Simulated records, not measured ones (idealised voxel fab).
Process module heading - voxel wiring stack
Section cut is 290 nm wide and gridded with 5 nm square cells.
Each cross-section below is a grid of square cells, stated as bands in top-down order, with one or more rows of cells making up each band. Heights first: top, then bottom, in nm. Then materials, left to right, each with a width in nm. "everywhere" on a single material: fills the band edge to edge. "air": empty space. Basically, 0 is our baseline, since under it the wafer straight out of the box is all one material. The bottom band has no lower end and keeps on going down, so it looks like "0 -> down". The two numbers in a width such as "30->40" mark its ends across the band: the first belongs to the top row of cells, the second to the bottom row, and from each row to the next the width moves by the same amount. "nothing changed" (step): cross-section cells unchanged, all of them. Heads up: "Sealed-off cavities" only lists the empty pockets with no open path to the top that are 8 cells or more, and it writes them as width x height at distance, distance from the left edge, in nm. Anything after a step's settings on that line? It's the simulator's own note about the step. overlay nm: step with mask; distance mask lay right of planned place; negative value = left of planned place.

### List of planned process steps
1 RECEIVE [material Si]
2 CONFORMAL_DEP [material SiO2] [thk nm 15]
3 DIRECTIONAL_DEP [material TiN] [thk nm 5]
4 DIRECTIONAL_DEP [material W] [thk nm 20]
5 DIRECTIONAL_DEP [material aC] [thk nm 10]
6 PATTERN [tone cover] [mask id METAL_1] [material resist] [width nm 25] [pitch nm 45] [thk nm 30] [overlay nm 0]
7 DIRECTIONAL_ETCH [etch materials aC] [depth nm 10]
8 STRIP [etch materials resist]
9 DIRECTIONAL_ETCH [etch materials W] [depth nm 20]
10 DIRECTIONAL_ETCH [etch materials TiN] [depth nm 5]
11 STRIP [etch materials aC]
12 CONFORMAL_DEP [material SiN] [thk nm 5]
13 FILL_DEP [material lowk] [thk nm 10]
14 CMP [height nm 40]
15 CONFORMAL_DEP [material SiCN] [thk nm 5]
16 DIRECTIONAL_DEP [material SiO2] [thk nm 20]
17 DIRECTIONAL_DEP [material aC] [thk nm 10]
18 PATTERN [tone open] [mask id PLUG_1] [material resist] [width nm 15] [pitch nm 45] [thk nm 25] [overlay nm 0]
19 DIRECTIONAL_ETCH [etch materials aC] [depth nm 10]
20 STRIP [etch materials resist]
21 DIRECTIONAL_ETCH [etch materials SiO2] [depth nm 20]
22 DIRECTIONAL_ETCH [etch materials SiCN] [depth nm 5]
23 STRIP [etch materials aC]
24 CONFORMAL_DEP [material TiN] [thk nm 5]
25 FILL_DEP [material Cu] [thk nm 5]
26 CMP [height nm 55]
27 DIRECTIONAL_DEP [material TiN] [thk nm 5]
28 DIRECTIONAL_DEP [material W] [thk nm 15]
29 DIRECTIONAL_DEP [material aC] [thk nm 10]
30 PATTERN [tone cover] [mask id METAL_2] [material resist] [width nm 25] [pitch nm 45] [thk nm 30] [overlay nm 0]
31 DIRECTIONAL_ETCH [etch materials aC] [depth nm 10]
32 STRIP [etch materials resist]
33 DIRECTIONAL_ETCH [etch materials W] [depth nm 15]
34 DIRECTIONAL_ETCH [etch materials TiN] [depth nm 5]
35 STRIP [etch materials aC]
36 CONFORMAL_DEP [material SiCN] [thk nm 5]
37 FILL_DEP [material SiO2] [thk nm 10]
38 CMP [height nm 85]
39 CONFORMAL_DEP [material SiCN] [thk nm 5]
40 DIRECTIONAL_DEP [material lowk] [thk nm 10]
41 MASKED_ETCH [tone open] [mask id PLUG_2] [width nm 15] [pitch nm 45] [etch materials lowk] [depth nm 10] [overlay nm 0]
42 MASKED_ETCH [tone open] [mask id PLUG_2] [width nm 15] [pitch nm 45] [etch materials SiCN] [depth nm 5] [overlay nm 0]
43 CONFORMAL_DEP [material TiN] [thk nm 5]
44 FILL_DEP [material W] [thk nm 10]
45 CMP [height nm 100]
46 CONFORMAL_DEP [material SiN] [thk nm 5]
47 DIRECTIONAL_DEP [material SiO2] [thk nm 20]
48 PATTERN [tone open] [mask id METAL_3] [material resist] [width nm 25] [pitch nm 45] [thk nm 20] [overlay nm 0]
49 DIRECTIONAL_ETCH [etch materials SiO2] [depth nm 20]
50 DIRECTIONAL_ETCH [etch materials SiN] [depth nm 5]
51 STRIP [etch materials resist]
52 CONFORMAL_DEP [material TiN] [thk nm 5]
53 FILL_DEP [material Ru] [thk nm 10]
54 CMP [height nm 125]
55 CONFORMAL_DEP [material SiN] [thk nm 5]
The wafers in this document start out alike and differ in the height nm applied at step 26; the plan shows the value used for the first wafer.

### So this is the first of several wafers, cross-sectioned as it came to us, meaning it's at the end of step 1
- 0 -> down | Si everywhere
- Sealed-off cavities: none

### Each row below is a wafer at the end of the module, listing for every material the number of cells it has gained (+) or lost (-) since it was received, followed by its closed voids
height nm 55 | +6 Cu | +36 Ru | +180 SiCN | +168 SiN | +650 SiO2 | +111 TiN | +111 W | +246 lowk | Sealed-off cavities: none
height nm 60 | +9 Cu | +36 Ru | +180 SiCN | +168 SiN | +641 SiO2 | +117 TiN | +111 W | +246 lowk | Sealed-off cavities: none
height nm 65 | +12 Cu | +36 Ru | +159 SiCN | +168 SiN | +653 SiO2 | +123 TiN | +111 W | +246 lowk | Sealed-off cavities: none
height nm 70 | +15 Cu | +36 Ru | +153 SiCN | +168 SiN | +616 SiO2 | +178 TiN | +96 W | +246 lowk | Sealed-off cavities: none
height nm 75 | +73 Cu | +36 Ru | +147 SiCN | +168 SiN | +579 SiO2 | +178 TiN | +81 W | +246 lowk | Sealed-off cavities: none
